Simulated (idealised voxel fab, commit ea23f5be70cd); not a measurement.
Process module name: voxel local oxidation
We display cut, a cross-section 160 nm in width whose square cells are each 5 nm.
We lay out every cross-section as a grid of square cells and spell it out in bands from the top down, where one band means one or more rows of cells.
Band entry format. Leading values: height of top, height of bottom, nm. Remainder: materials in left-to-right order, each with its width in nm. Special words: "everywhere" on a single material, which then fills the band edge to edge; "empty", empty space.
All heights in this document are referenced to 0, defined as the level beneath which the wafer, as received, consists entirely of one material. The lowest band is not bounded below; it extends indefinitely downward and is written in the form "z 0 and below".
A width such as "30..40" changes by the same amount from each row of cells to the next, from the band's top row to its bottom row.
You'll sometimes find "all unchanged" written for a step, and that's the way of saying that nowhere in the cross-section did a cell change during that step.
What "Enclosed void list" gives you is every empty space of 8 cells or more that is cut off from the top. Each appears as width x height at distance, with the distance taken from the left edge and width, height and distance all in nm.
after a step's settings: what the simulator itself notes on the step
overlay nm: how far to the right of its planned place the mask lay on this masked step (negative: to the left).
BELOW IS THE LIST OF PLANNED PROCESS STEPS
- 1: op RECEIVE | material Si
- 2: op OXIDIZE | depth nm 5
- 3: op CONFORMAL_DEP | material SiN | thk nm 10
- 4: op DIRECTIONAL_DEP | material aC | thk nm 10
- 5: op PATTERN | tone cover | mask id ACTIVE | material resist | width nm 95 | thk nm 30 | overlay nm 0
- 6: op DIRECTIONAL_ETCH | etch materials aC | depth nm 10
- 7: op STRIP | etch materials resist
- 8: op DIRECTIONAL_ETCH | etch materials SiN | depth nm 10
- 9: op STRIP | etch materials aC
- 10: op SELECTIVE_ETCH | etch materials SiO2 | depth nm 5
- 11: op OXIDIZE | depth nm 15
- 12: op STRIP | etch materials SiN
FIRST OF TWO WAFERS - AS PLANNED
CROSS-SECTION OF THE WAFER AS IT CAME TO US, I.E., ALREADY THROUGH STEP 1
* z 0 and below | Si everywhere
* Enclosed void list: none
TAKE A LOOK AT THE WAFER'S CROSS-SECTION AFTER STEP 2
* z 0 to -5 | SiO2 everywhere
* For the remainder of the cross-section, below -5, there is no change.
TAKE A LOOK AT THE WAFER'S CROSS-SECTION AFTER STEP 3
* z 10 to 0 | SiN everywhere
* For the remainder of the cross-section, below 0, there is no change.
TAKE A LOOK AT THE WAFER'S CROSS-SECTION AFTER STEP 4
* z 20 to 10 | aC everywhere
* For the remainder of the cross-section, below 10, there is no change.
TAKE A LOOK AT THE WAFER'S CROSS-SECTION AFTER STEP 5
* z 50 to 20 | empty=30, then resist=95, then empty=35
* For the remainder of the cross-section, below 20, there is no change.
TAKE A LOOK AT THE WAFER'S CROSS-SECTION AFTER STEP 6
* z 40 to 20 | empty=30, then resist=95, then empty=35
* z 20 to 10 | empty=30, then aC=95, then empty=35
* For the remainder of the cross-section, below 10, there is no change.
TAKE A LOOK AT THE WAFER'S CROSS-SECTION AFTER STEP 7
* z 20 to 10 | empty=30, then aC=95, then empty=35
* For the remainder of the cross-section, below 10, there is no change.
TAKE A LOOK AT THE WAFER'S CROSS-SECTION AFTER STEP 8
* z 20 to 10 | empty=30, then aC=95, then empty=35
* z 10 to 0 | empty=30, then SiN=95, then empty=35
* For the remainder of the cross-section, below 0, there is no change.
TAKE A LOOK AT THE WAFER'S CROSS-SECTION AFTER STEP 9
* z 10 to 0 | empty=30, then SiN=95, then empty=35
* For the remainder of the cross-section, below 0, there is no change.
TAKE A LOOK AT THE WAFER'S CROSS-SECTION AFTER STEP 10
* z 10 to 0 | empty=30, then SiN=95, then empty=35
* z 0 to -5 | empty=35, then SiO2=85, then empty=40
* For the remainder of the cross-section, below -5, there is no change.
TAKE A LOOK AT THE WAFER'S CROSS-SECTION AFTER STEP 11
* z 10 to 0 | empty=30, then SiN=95, then empty=35
* z 0 to -5 | empty=35, then SiO2=85, then empty=40
* z -5 to -20 | SiO2=50, then Si=55, then SiO2=55
* For the remainder of the cross-section, below -20, there is no change.
TAKE A LOOK AT THE WAFER'S CROSS-SECTION AFTER STEP 12
* z 0 to -5 | empty=35, then SiO2=85, then empty=40
* For the remainder of the cross-section, below -5, there is no change.
WAFER TWO OF TWO - SAME STARTING POINT, SAME PROCESS PLAN, ONE MISTAKE IN EXECUTION; MATCHES WAFER ONE UP TO AND INCLUDING STEP 4
SECOND WAFER AT THE PLANNED FINISH OF STEP 5, SEEN IN CROSS-SECTION
* z 50 to 20 | resist=30, then empty=95, then resist=35
* For the remainder of the cross-section, below 20, there is no change.
SECOND WAFER AT THE PLANNED FINISH OF STEP 6, SEEN IN CROSS-SECTION
* z 40 to 20 | resist=30, then empty=95, then resist=35
* z 20 to 10 | aC=30, then empty=95, then aC=35
* For the remainder of the cross-section, below 10, there is no change.
SECOND WAFER AT THE PLANNED FINISH OF STEP 7, SEEN IN CROSS-SECTION
* z 20 to 10 | aC=30, then empty=95, then aC=35
* For the remainder of the cross-section, below 10, there is no change.
SECOND WAFER AT THE PLANNED FINISH OF STEP 8, SEEN IN CROSS-SECTION
* z 20 to 10 | aC=30, then empty=95, then aC=35
* z 10 to 0 | SiN=30, then empty=95, then SiN=35
* For the remainder of the cross-section, below 0, there is no change.
SECOND WAFER AT THE PLANNED FINISH OF STEP 9, SEEN IN CROSS-SECTION
* z 10 to 0 | SiN=30, then empty=95, then SiN=35
* For the remainder of the cross-section, below 0, there is no change.
SECOND WAFER AT THE PLANNED FINISH OF STEP 10, SEEN IN CROSS-SECTION
* z 10 to 0 | SiN=30, then empty=95, then SiN=35
* z 0 to -5 | SiO2=25, then empty=105, then SiO2=30
* For the remainder of the cross-section, below -5, there is no change.
SECOND WAFER AT THE PLANNED FINISH OF STEP 11, SEEN IN CROSS-SECTION
* z 10 to 0 | SiN=30, then empty=95, then SiN=35
* z 0 to -5 | SiO2=25, then empty=105, then SiO2=30
* z -5 to -20 | Si=10, then SiO2=135, then Si=15
* For the remainder of the cross-section, below -20, there is no change.
SECOND WAFER AT THE PLANNED FINISH OF STEP 12, SEEN IN CROSS-SECTION
* z 0 to -5 | SiO2=25, then empty=105, then SiO2=30
* For the remainder of the cross-section, below -5, there is no change.
Which mistake was made when the wafer was run? step 5 ran with different settings than intended, the actual operation and settings being op PATTERN | tone open | mask id ACTIVE | material resist | width nm 95 | thk nm 30 | overlay nm 0
The final cell counts differ between the wafers, with the second having more or fewer of some materials than the first: 18 fewer of Si, 12 more of SiO2
